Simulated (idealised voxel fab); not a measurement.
process module | voxel wiring stack
cross-section cut | 240 nm wide | cells 5 nm
A cross-section is a grid of square cells, given in bands from the top down. A band is one or more rows of cells.
Each band's line starts with the height of the band's top and of its bottom, in nm. Then come its materials from left to right, each with its width in nm. One material with "throughout" fills the band from edge to edge. "air" is empty space.
Height 0 is the level under which the wafer as received is all one material. The lowest band goes on downwards, as in "0 down".
A width such as "30 to 40" changes by the same amount from each row of cells to the next, from the band's top row to its bottom row.
"no change" after a step means that no cell of the cross-section changed.
closed voids: empty space of 8 cells or more with no open way to the top, each as width x height at its distance from the left edge, in nm
after a step's settings: what the simulator itself notes on the step
overlay nm, on a step with a mask: how far to the right of its planned place the mask lay; to the left if negative
plan
1 op RECEIVE | material Si
2 op CONFORMAL_DEP | material SiO2 | thk nm 15
3 op DIRECTIONAL_DEP | material TiN | thk nm 5
4 op DIRECTIONAL_DEP | material Ru | thk nm 20
5 op MASKED_ETCH | tone cover | mask id METAL_1 | width nm 25 | pitch nm 50 | etch materials Ru | depth nm 20 | overlay nm 0
6 op MASKED_ETCH | tone cover | mask id METAL_1 | width nm 25 | pitch nm 50 | etch materials TiN | depth nm 5 | overlay nm 0
7 op CONFORMAL_DEP | material SiCN | thk nm 5
8 op FILL_DEP | material lowk | thk nm 5
9 op CMP | height nm 40
10 op CONFORMAL_DEP | material SiCN | thk nm 5
11 op DIRECTIONAL_DEP | material SiO2 | thk nm 20
12 op DIRECTIONAL_DEP | material aC | thk nm 15
13 op PATTERN | tone open | mask id PLUG_1 | material resist | width nm 15 | pitch nm 100 | thk nm 30 | overlay nm 0
14 op DIRECTIONAL_ETCH | etch materials aC | depth nm 15
15 op STRIP | etch materials resist
16 op DIRECTIONAL_ETCH | etch materials SiO2 | depth nm 20
17 op DIRECTIONAL_ETCH | etch materials SiCN | depth nm 5
18 op STRIP | etch materials aC
19 op CONFORMAL_DEP | material TiN | thk nm 5
20 op FILL_DEP | material Cu | thk nm 5
21 op CMP | height nm 65
22 op DIRECTIONAL_DEP | material TiN | thk nm 5
23 op DIRECTIONAL_DEP | material Ru | thk nm 20
24 op MASKED_ETCH | tone cover | mask id METAL_2 | width nm 25 | pitch nm 50 | etch materials Ru | depth nm 20 | overlay nm 0
25 op MASKED_ETCH | tone cover | mask id METAL_2 | width nm 25 | pitch nm 50 | etch materials TiN | depth nm 5 | overlay nm 0
26 op CONFORMAL_DEP | material SiCN | thk nm 5
27 op FILL_DEP | material lowk | thk nm 10
28 op CMP | height nm 90
29 op CONFORMAL_DEP | material SiCN | thk nm 5
30 op DIRECTIONAL_DEP | material lowk | thk nm 30
31 op DIRECTIONAL_DEP | material aC | thk nm 15
32 op PATTERN | tone open | mask id METAL_3 | material resist | width nm 25 | pitch nm 50 | thk nm 35 | overlay nm 0
33 op DIRECTIONAL_ETCH | etch materials aC | depth nm 15
34 op STRIP | etch materials resist
35 op DIRECTIONAL_ETCH | etch materials lowk | depth nm 20
36 op STRIP | etch materials aC
37 op MASKED_ETCH | tone open | mask id METAL_3_HOLES | width nm 15 | pitch nm 100 | etch materials lowk | depth nm 10 | overlay nm 0
38 op MASKED_ETCH | tone open | mask id METAL_3_HOLES | width nm 15 | pitch nm 100 | etch materials SiCN | depth nm 5 | overlay nm 0
39 op CONFORMAL_DEP | material TiN | thk nm 5
40 op FILL_DEP | material Cu | thk nm 5
41 op CMP | height nm 125
42 op CONFORMAL_DEP | material SiCN | thk nm 5
as received, after step 1
  0 down: Si throughout
  closed voids: none
first wafer at the end, as planned
  130 to 125: SiCN throughout
  125 to 110: lowk 55 | TiN 5 | Cu 15 | TiN 5 | lowk 25 | TiN 5 | Cu 15 | TiN 5 | lowk 25 | TiN 5 | Cu 15 | TiN 5 | lowk 60
  110 to 105: lowk 55 | TiN 5 | Cu 5 | TiN 15 | lowk 25 | TiN 25 | lowk 25 | TiN 5 | Cu 5 | TiN 15 | lowk 60
  105 to 95: lowk 55 | TiN 5 | Cu 5 | TiN 5 | lowk 85 | TiN 5 | Cu 5 | TiN 5 | lowk 70
  95 to 90: SiCN 55 | TiN 15 | SiCN 85 | TiN 15 | SiCN 70
  90 to 70: lowk 50 | SiCN 5 | Ru 25 | SiCN 5 | lowk 15 | SiCN 5 | Ru 25 | SiCN 5 | lowk 15 | SiCN 5 | Ru 25 | SiCN 5 | lowk 55
  70 to 65: SiCN 55 | TiN 25 | SiCN 25 | TiN 25 | SiCN 25 | TiN 25 | SiCN 60
  65 to 45: SiO2 55 | TiN 5 | Cu 5 | TiN 5 | SiO2 85 | TiN 5 | Cu 5 | TiN 5 | SiO2 70
  45 to 40: SiCN 55 | TiN 15 | SiCN 85 | TiN 15 | SiCN 70
  40 to 20: lowk 50 | SiCN 5 | Ru 25 | SiCN 5 | lowk 15 | SiCN 5 | Ru 25 | SiCN 5 | lowk 15 | SiCN 5 | Ru 25 | SiCN 5 | lowk 55
  20 to 15: SiCN 55 | TiN 25 | SiCN 25 | TiN 25 | SiCN 25 | TiN 25 | SiCN 60
  15 to 0: SiO2 throughout
  0 down: Si throughout
  closed voids: none
second wafer at the end: like start, like plan, one mistake
  130 to 125: SiCN throughout
  125 to 110: lowk 55 | TiN 5 | Cu 15 | TiN 5 | lowk 25 | TiN 5 | Cu 15 | TiN 5 | lowk 25 | TiN 5 | Cu 15 | TiN 5 | lowk 60
  110 to 105: lowk 55 | TiN 5 | Cu 5 | TiN 15 | lowk 25 | TiN 25 | lowk 25 | TiN 5 | Cu 5 | TiN 15 | lowk 60
  105 to 95: lowk 55 | TiN 5 | Cu 5 | TiN 5 | lowk 85 | TiN 5 | Cu 5 | TiN 5 | lowk 70
  95 to 90: SiCN 55 | TiN 15 | SiCN 85 | TiN 15 | SiCN 70
  90 to 70: lowk 50 | SiCN 5 | Ru 25 | SiCN 5 | lowk 15 | SiCN 5 | Ru 25 | SiCN 5 | lowk 15 | SiCN 5 | Ru 25 | SiCN 5 | lowk 55
  70 to 65: SiCN 55 | TiN 25 | SiCN 25 | TiN 25 | SiCN 25 | TiN 25 | SiCN 60
  65 to 45: SiO2 55 | TiN 5 | Cu 5 | TiN 5 | SiO2 85 | TiN 5 | Cu 5 | TiN 5 | SiO2 70
  45 to 40: SiCN 55 | TiN 15 | SiCN 85 | TiN 15 | SiCN 70
  40 to 35: lowk 50 | SiCN 35 | lowk 15 | SiCN 35 | lowk 15 | SiCN 35 | lowk 55
  35 to 20: lowk 50 | SiCN 5 | Ru 25 | SiCN 5 | lowk 15 | SiCN 5 | Ru 25 | SiCN 5 | lowk 15 | SiCN 5 | Ru 25 | SiCN 5 | lowk 55
  20 to 15: SiCN 55 | Ru 25 | SiCN 25 | Ru 25 | SiCN 25 | Ru 25 | SiCN 60
  15 to 0: SiO2 throughout
  0 down: Si throughout
  closed voids: none
what went wrong: step 3 was left out
at the end the second wafer has, in cells: 15 more of SiCN | 15 fewer of TiN
